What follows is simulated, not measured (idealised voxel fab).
Process module under the name voxel lift off
The figure presents cross-section cut, which has a width of 230 nm and is divided into square cells with an edge length of 5 nm.
This document writes a cross-section as a grid whose cells are square, and gives it as bands, listed from the top down; one or more rows of cells form a band. It is stipulated that each band's entry specify, in nanometres, the height of the top of the band and then that of its bottom, followed by the materials of the band in left-to-right sequence, each together with its width in nanometres. A single material marked by the word "edge to edge" is understood to fill the band from edge to edge; the word "blank" is understood to denote empty space. Where do heights start? At 0: under that level the wafer as delivered is made of one material only. And the lowest band has no floor; it just carries on downward, as in "top 0, no bottom". Width spec "30..40" -> top row of cells at first value, bottom row at second value, equal per-row change in between. "no modifications" (step): cross-section cells unchanged, all of them. Look at "Trapped void list" for the closed voids: empty spaces with no open path to the top, sized 8 cells or up. Each is width x height at distance, distance from the left edge, all nm. Text after the settings on a step's line: the simulator's own remark on that step. overlay nm: right-of-plan distance of the mask on a masked step; negative values mean left-of-plan.
INTENDED PROCESS STEPS
- 1: RECEIVE, material Si
- 2: CONFORMAL_DEP, material SiN, thk nm 5
- 3: PATTERN, tone open, mask id LINES, material resist, width nm 30, pitch nm 55, thk nm 15, overlay nm 0
- 4: DIRECTIONAL_DEP, material Ru, thk nm 5
- 5: STRIP, etch materials resist
- 6: CONFORMAL_DEP, material SiO2, thk nm 10
CROSS-SECTIONAL VIEW OF THE WAFER IN ITS AS-RECEIVED CONDITION, CORRESPONDING TO THE STATE AFTER STEP 1
- top 0, no bottom: Si edge to edge
- Trapped void list: none
FIRST OF TWO WAFERS AT THE END OF THE MODULE, SHOWN IN CROSS-SECTION; RUN CARRIED OUT AS PLANNED
- top 20, bottom 15: 35 nm blank; 50 nm SiO2; 5 nm blank; 50 nm SiO2; 5 nm blank; 50 nm SiO2; 35 nm blank
- top 15, bottom 10: SiO2 edge to edge
- top 10, bottom 5: 45 nm SiO2; 30 nm Ru; 25 nm SiO2; 30 nm Ru; 25 nm SiO2; 30 nm Ru; 45 nm SiO2
- top 5, bottom 0: SiN edge to edge
- top 0, no bottom: Si edge to edge
- Trapped void list: none
CROSS-SECTION, SECOND WAFER: SAME START AS THE FIRST, SAME PLAN AS THE FIRST, ONE MISTAKE IN RUNNING IT; TAKEN AT THE END OF THE MODULE
- top 25, bottom 20: 30 nm blank; 170 nm SiO2; 30 nm blank
- top 20, bottom 10: SiO2 edge to edge
- top 10, bottom 5: 45 nm SiO2; 30 nm Ru; 25 nm SiO2; 30 nm Ru; 25 nm SiO2; 30 nm Ru; 45 nm SiO2
- top 5, bottom 0: SiN edge to edge
- top 0, no bottom: Si edge to edge
- Trapped void list: none
It is concluded that the wafer was processed incorrectly with respect to the plan, in that contrary to plan, step 6 was performed as CONFORMAL_DEP, material SiO2, thk nm 15
Looking at both finished wafers in cells, the second ends up ahead of or behind the first on some materials: SiO2 +50
